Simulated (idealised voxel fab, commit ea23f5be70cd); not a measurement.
The following process module bears the name voxel double patterning.
200 nm wide, 5 nm square cells: that's cross-section cut.
Throughout this document, each cross-section is represented as a grid of square cells and is presented as a sequence of bands enumerated from the top downward, where a band comprises one or more rows of cells. Read a band's entry like this: the first values are the height of its top and the height of its bottom in nm, and what follows is the sequence of materials from left to right, each with its width in nm. Note that "blank" is empty space, and that a single material marked "full width" reaches across the band from edge to edge. Heights are measured from 0, the level below which the as-received wafer is all one material; the lowest band has no bottom and continues downward, written as in "0 nm and below". You'd read "30..40" like this: the band's top row of cells is as wide as the first number, its bottom row is as wide as the second, and going down, every row changes width by the same amount as the row before did. "changes: none" for a step: no cell of the cross-section changed in that step. Entry "Closed internal voids" = empty spaces >= 8 cells with no open way to the top; each as width x height at distance, distance from left edge, all nm. That trailing text on a step's line, after the settings, is the simulator's own remark on the step. overlay nm: mask right of planned place by this much (step with mask). Neg. = left.
The steps planned for the process are as follows:
step 1: RECEIVE | material Si
step 2: CONFORMAL_DEP | material SiO2 | thk nm 5
step 3: DIRECTIONAL_DEP | material W | thk nm 10
step 4: DIRECTIONAL_DEP | material SiCN | thk nm 10
step 5: DIRECTIONAL_DEP | material aC | thk nm 15
step 6: PATTERN | tone open | mask id FIRST | material resist | width nm 15 | pitch nm 50 | thk nm 30 | overlay nm 0
step 7: DIRECTIONAL_ETCH | etch materials aC | depth nm 15
step 8: STRIP | etch materials resist
step 9: DIRECTIONAL_ETCH | etch materials SiCN | depth nm 10
step 10: STRIP | etch materials aC
step 11: PATTERN | tone open | mask id SECOND | material resist | width nm 15 | thk nm 15 | overlay nm 0
step 12: DIRECTIONAL_ETCH | etch materials SiCN | depth nm 10
step 13: STRIP | etch materials resist
step 14: DIRECTIONAL_ETCH | etch materials W | depth nm 10
step 15: STRIP | etch materials SiCN
Cross-section of the wafer as it came to us, i.e., already through step 1:
* 0 nm and below: Si full width
* Closed internal voids: none
Module complete, cross-section. Starting point and plan per above. One mistake made in running the module:
* 10 nm to 0 nm: 65 W, then 15 blank, then 10 W, then 15 blank, then 10 W, then 15 blank, then 70 W
* 0 nm and below: Si full width
* Closed internal voids: none
What broke from the plan during processing? execution of step 2 of the plan did not take place, the step having been omitted
